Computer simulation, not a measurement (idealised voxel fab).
process module | voxel wiring stack
cross-section cut | 215 nm wide | cells 5 nm
A cross-section is a grid of square cells, given in bands from the top down. A band is one or more rows of cells.
Each band's line starts with the height of the band's top and of its bottom, in nm. Then come its materials from left to right, each with its width in nm. One material with "throughout" fills the band from edge to edge. "air" is empty space.
Height 0 is the level under which the wafer as received is all one material. The lowest band goes on downwards, as in "0 down".
A width such as "30 to 40" changes by the same amount from each row of cells to the next, from the band's top row to its bottom row.
"no change" after a step means that no cell of the cross-section changed.
closed voids: empty space of 8 cells or more with no open way to the top, each as width x height at its distance from the left edge, in nm
after a step's settings: what the simulator itself notes on the step
overlay nm, on a step with a mask: how far to the right of its planned place the mask lay; to the left if negative
plan
1 op RECEIVE | material Si
2 op CONFORMAL_DEP | material SiO2 | thk nm 15
3 op DIRECTIONAL_DEP | material TiN | thk nm 5
4 op DIRECTIONAL_DEP | material W | thk nm 25
5 op PATTERN | tone cover | mask id METAL_1 | material resist | width nm 25 | pitch nm 40 | thk nm 15 | overlay nm 0
6 op DIRECTIONAL_ETCH | etch materials W | depth nm 25
7 op DIRECTIONAL_ETCH | etch materials TiN | depth nm 5
8 op STRIP | etch materials resist
9 op FILL_DEP | material lowk | thk nm 10
10 op CMP | height nm 45
11 op CONFORMAL_DEP | material SiCN | thk nm 5
12 op DIRECTIONAL_DEP | material SiO2 | thk nm 30
13 op DIRECTIONAL_DEP | material aC | thk nm 10
14 op PATTERN | tone open | mask id METAL_2 | material resist | width nm 25 | pitch nm 40 | thk nm 25 | overlay nm 0
15 op DIRECTIONAL_ETCH | etch materials aC | depth nm 10
16 op STRIP | etch materials resist
17 op DIRECTIONAL_ETCH | etch materials SiO2 | depth nm 15
18 op STRIP | etch materials aC
19 op MASKED_ETCH | tone open | mask id METAL_2_HOLES | width nm 15 | pitch nm 40 | etch materials SiO2 | depth nm 15 | overlay nm 0
20 op MASKED_ETCH | tone open | mask id METAL_2_HOLES | width nm 15 | pitch nm 40 | etch materials SiCN | depth nm 5 | overlay nm 0
21 op CONFORMAL_DEP | material TiN | thk nm 5
22 op FILL_DEP | material Cu | thk nm 10
23 op CMP | height nm 80
24 op CONFORMAL_DEP | material SiN | thk nm 5
as received, after step 1
  0 down: Si throughout
  closed voids: none
a wafer at the end: this start, this plan, one mistake
  85 to 80: SiN throughout
  80 to 70: SiO2 35 | TiN 5 | Cu 15 | TiN 5 | SiO2 15 | TiN 5 | Cu 15 | TiN 5 | SiO2 15 | TiN 5 | Cu 15 | TiN 5 | SiO2 15 | TiN 5 | Cu 15 | TiN 5 | SiO2 35
  70 to 65: SiO2 35 | TiN 5 | Cu 5 | TiN 15 | SiO2 15 | TiN 5 | Cu 5 | TiN 15 | SiO2 15 | TiN 5 | Cu 5 | TiN 15 | SiO2 15 | TiN 5 | Cu 5 | TiN 15 | SiO2 35
  65 to 50: SiO2 35 | TiN 5 | Cu 5 | TiN 5 | SiO2 25 | TiN 5 | Cu 5 | TiN 5 | SiO2 25 | TiN 5 | Cu 5 | TiN 5 | SiO2 25 | TiN 5 | Cu 5 | TiN 5 | SiO2 45
  50 to 45: SiCN 35 | TiN 15 | SiCN 25 | TiN 15 | SiCN 25 | TiN 15 | SiCN 25 | TiN 15 | SiCN 45
  45 to 20: lowk 35 | W 25 | lowk 15 | W 25 | lowk 15 | W 25 | lowk 15 | W 25 | lowk 35
  20 to 5: SiO2 throughout
  5 to 0: TiN throughout
  0 down: Si throughout
  closed voids: none
what went wrong: steps 2 and 3 were swapped
